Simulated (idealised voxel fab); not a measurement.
The following process module bears the name voxel self aligned vias.
For reference, the cross-section in this document is cut, with width 245 nm and square cells of 5 nm.
Heads up, the way a cross-section reads in here is a grid of square cells, handed over as bands from the top down, with every band being one or more rows of cells.
Each band's line starts with the height of the band's top and of its bottom, in nm. Then come its materials from left to right, each with its width in nm. One material with "everywhere" fills the band from edge to edge. "blank" is empty space.
Heads up on the height convention: 0 is the point under which the incoming wafer is all one material, and the lowest band has no bottom, it just keeps going down, like "z 0 and below".
You'd read "30..40" like this: the band's top row of cells is as wide as the first number, its bottom row is as wide as the second, and going down, every row changes width by the same amount as the row before did.
No cell of the cross-section changed in a step that is given as "no change".
The list in "Completely sealed voids" covers empty spaces of 8 cells or more that cannot reach the top through any open way, and it gives each as width x height at distance; the distance is from the left edge, and width, height and distance are in nm.
Past the settings on a step's line: simulator remark, on that step.
overlay nm: on a step with a mask, how far right of its planned place the mask lay; negative means left.
Below is the list of planned process steps
| 1 | RECEIVE, material Si |
| 2 | CONFORMAL_DEP, material SiO2, thk nm 15 |
| 3 | CONFORMAL_DEP, material SiCN, thk nm 5 |
| 4 | DIRECTIONAL_DEP, material SiO2, thk nm 25 |
| 5 | MASKED_ETCH, tone open, mask id LINES, width nm 30, pitch nm 65, etch materials SiO2, depth nm 25, overlay nm 0 |
| 6 | CONFORMAL_DEP, material TiN, thk nm 5 |
| 7 | FILL_DEP, material W, thk nm 10 |
| 8 | CMP, height nm 45 |
| 9 | SELECTIVE_ETCH, etch materials W Ru TiN, depth nm 5 |
| 10 | FILL_DEP, material SiN, thk nm 5 |
| 11 | CMP, height nm 45 |
| 12 | DIRECTIONAL_DEP, material SiO2, thk nm 15 |
| 13 | MASKED_ETCH, tone open, mask id VIAS, width nm 50, pitch nm 65, etch materials SiO2, depth nm 15, overlay nm -15 |
| 14 | MASKED_ETCH, tone open, mask id VIAS, width nm 50, pitch nm 65, etch materials SiN, depth nm 5, overlay nm 0 |
| 15 | CONFORMAL_DEP, material TiN, thk nm 5 |
| 16 | FILL_DEP, material W, thk nm 5 |
| 17 | CMP, height nm 60 |
| 18 | CONFORMAL_DEP, material SiCN, thk nm 5 |
Don't read the plan's overlay nm for step 13 as applying to every wafer: that's the first wafer's value, and the wafers differ in it, though they all start identical.
The first of several wafers in cross-section, exactly as it reached us after step 1
  z 0 and below = Si everywhere
  Completely sealed voids: none
each wafer at the end: cells of each material gained (+) or lost (-) since it was received, then its closed voids
overlay nm -15; +98 SiCN; +3 SiN; +359 SiO2; +84 TiN; +93 W; Completely sealed voids: none
overlay nm -10; +98 SiCN; +359 SiO2; +84 TiN; +96 W; Completely sealed voids: none
overlay nm -5; +98 SiCN; +359 SiO2; +84 TiN; +96 W; Completely sealed voids: none
overlay nm 0; +98 SiCN; +359 SiO2; +84 TiN; +96 W; Completely sealed voids: none
overlay nm 5; +98 SiCN; +359 SiO2; +84 TiN; +96 W; Completely sealed voids: none
overlay nm 10; +98 SiCN; +359 SiO2; +84 TiN; +96 W; Completely sealed voids: none
overlay nm 15; +98 SiCN; +3 SiN; +359 SiO2; +84 TiN; +93 W; Completely sealed voids: none
